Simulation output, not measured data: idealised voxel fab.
Module name: voxel capacitor over wiring (process module)
FYI the section here is cut, 240 nm wide, cells are 5 nm squares.
We lay out every cross-section as a grid of square cells and spell it out in bands from the top down, where one band means one or more rows of cells. The entry gives the band's vertical extent as a top height and a bottom height in nm, then its horizontal make-up as materials from left to right, each with a width in nm. "air" stands for empty space; a single material marked "full width" fills the band edge to edge. Heights are expressed relative to 0, this being the level below which the as-received wafer comprises one material exclusively. The lowest band is unbounded in the downward direction and is denoted as in "0 nm and below". The two numbers in a width such as "30->40" mark its ends across the band: the first belongs to the top row of cells, the second to the bottom row, and from each row to the next the width moves by the same amount. "same as before" for a step: no cell of the cross-section changed in that step. "Catalogued sealed voids" specifies each empty space that is not open to the top and that occupies no fewer than 8 cells, using the form width x height at distance, the distance measured from the left edge and all three quantities in nm. If you see something after the settings on a step's line, that's the simulator's own remark about that step. The "overlay nm" setting may appear on a step's line; for a step that uses a mask, it gives how far to the right of its planned position the mask lay, and a negative value indicates the left.

### plan
step 1: RECEIVE with material Si
step 2: CONFORMAL_DEP with material SiO2, thk nm 15
step 3: DIRECTIONAL_DEP with material TiN, thk nm 5
step 4: DIRECTIONAL_DEP with material Ru, thk nm 15
step 5: DIRECTIONAL_DEP with material aC, thk nm 10
step 6: PATTERN with tone cover, mask id METAL_1, material resist, width nm 25, pitch nm 75, thk nm 25, overlay nm 0
step 7: DIRECTIONAL_ETCH with etch materials aC, depth nm 10
step 8: STRIP with etch materials resist
step 9: DIRECTIONAL_ETCH with etch materials Ru, depth nm 15
step 10: DIRECTIONAL_ETCH with etch materials TiN, depth nm 5
step 11: STRIP with etch materials aC
step 12: FILL_DEP with material SiO2, thk nm 10
step 13: CMP with height nm 35
step 14: CONFORMAL_DEP with material SiCN, thk nm 5
step 15: DIRECTIONAL_DEP with material SiO2, thk nm 20
step 16: MASKED_ETCH with tone open, mask id PLUG_1, width nm 15, etch materials SiO2, depth nm 20, overlay nm 0
step 17: MASKED_ETCH with tone open, mask id PLUG_1, width nm 15, etch materials SiCN, depth nm 5, overlay nm 0
step 18: EPI with material Ru, thk nm 10
step 19: EPI with material Ru, thk nm 10
step 20: EPI with material Ru, thk nm 5
step 21: DIRECTIONAL_DEP with material TiN, thk nm 10
step 22: DIRECTIONAL_DEP with material SiN, thk nm 5
step 23: DIRECTIONAL_DEP with material TiN, thk nm 10
step 24: DIRECTIONAL_DEP with material aC, thk nm 15
step 25: PATTERN with tone cover, mask id UPPER_PLATE, material resist, width nm 55, thk nm 30, overlay nm 0
step 26: DIRECTIONAL_ETCH with etch materials aC, depth nm 15
step 27: STRIP with etch materials resist
step 28: DIRECTIONAL_ETCH with etch materials TiN, depth nm 10
step 29: DIRECTIONAL_ETCH with etch materials SiN, depth nm 5
step 30: STRIP with etch materials aC
step 31: DIRECTIONAL_DEP with material aC, thk nm 15
step 32: PATTERN with tone cover, mask id LOWER_PLATE, material resist, width nm 65, thk nm 30, overlay nm 0
step 33: DIRECTIONAL_ETCH with etch materials aC, depth nm 15
step 34: STRIP with etch materials resist
step 35: DIRECTIONAL_ETCH with etch materials TiN, depth nm 10
step 36: STRIP with etch materials aC
step 37: FILL_DEP with material SiO2, thk nm 15
step 38: CMP with height nm 95
step 39: DIRECTIONAL_DEP with material aC, thk nm 10
step 40: PATTERN with tone open, mask id PLUG_2, material resist, width nm 15, thk nm 30, overlay nm 0
step 41: DIRECTIONAL_ETCH with etch materials aC, depth nm 10
step 42: STRIP with etch materials resist
step 43: DIRECTIONAL_ETCH with etch materials SiO2, depth nm 10
step 44: STRIP with etch materials aC
step 45: CONFORMAL_DEP with material TiN, thk nm 5
step 46: FILL_DEP with material Cu, thk nm 5
step 47: CMP with height nm 95
step 48: CONFORMAL_DEP with material SiN, thk nm 5

### Cross-sectional view of the wafer in its as-received condition, corresponding to the state after step 1
0 nm and below: Si full width
Catalogued sealed voids: none

### The first of two wafers, cross-sectioned at the end of the module, with the run proceeding as planned
100 nm to 95 nm: SiN full width
95 nm to 90 nm: SiO2 90, TiN 5, Cu 5, TiN 5, SiO2 135
90 nm to 85 nm: SiO2 90, TiN 15, SiO2 135
85 nm to 75 nm: SiO2 80, TiN 55, SiO2 105
75 nm to 70 nm: SiO2 80, SiN 55, SiO2 105
70 nm to 60 nm: SiO2 75, TiN 65, SiO2 100
60 nm to 40 nm: SiO2 80, Ru 15, SiO2 145
40 nm to 35 nm: SiCN 80, Ru 15, SiCN 145
35 nm to 20 nm: SiO2 70, Ru 25, SiO2 50, Ru 25, SiO2 70
20 nm to 15 nm: SiO2 70, TiN 25, SiO2 50, TiN 25, SiO2 70
15 nm to 0 nm: SiO2 full width
0 nm and below: Si full width
Catalogued sealed voids: none

### Cross-section, second wafer: same start as the first, same plan as the first, one mistake in running it; taken at the end of the module
100 nm to 95 nm: SiN full width
95 nm to 90 nm: Cu 85, TiN 5, SiO2 15, TiN 5, Cu 130
90 nm to 85 nm: TiN 90, SiO2 15, TiN 135
85 nm to 75 nm: SiO2 80, TiN 55, SiO2 105
75 nm to 70 nm: SiO2 80, SiN 55, SiO2 105
70 nm to 60 nm: SiO2 75, TiN 65, SiO2 100
60 nm to 40 nm: SiO2 80, Ru 15, SiO2 145
40 nm to 35 nm: SiCN 80, Ru 15, SiCN 145
35 nm to 20 nm: SiO2 70, Ru 25, SiO2 50, Ru 25, SiO2 70
20 nm to 15 nm: SiO2 70, TiN 25, SiO2 50, TiN 25, SiO2 70
15 nm to 0 nm: SiO2 full width
0 nm and below: Si full width
Catalogued sealed voids: none
Error vs. plan: for step 40, the planned setting was not used; the step was instead run as PATTERN with tone cover, mask id PLUG_2, material resist, width nm 15, thk nm 30, overlay nm 0
Final comparison by cell count, materials where the second wafer has more or fewer than the first: 42 more of Cu, 84 fewer of SiO2, 42 more of TiN
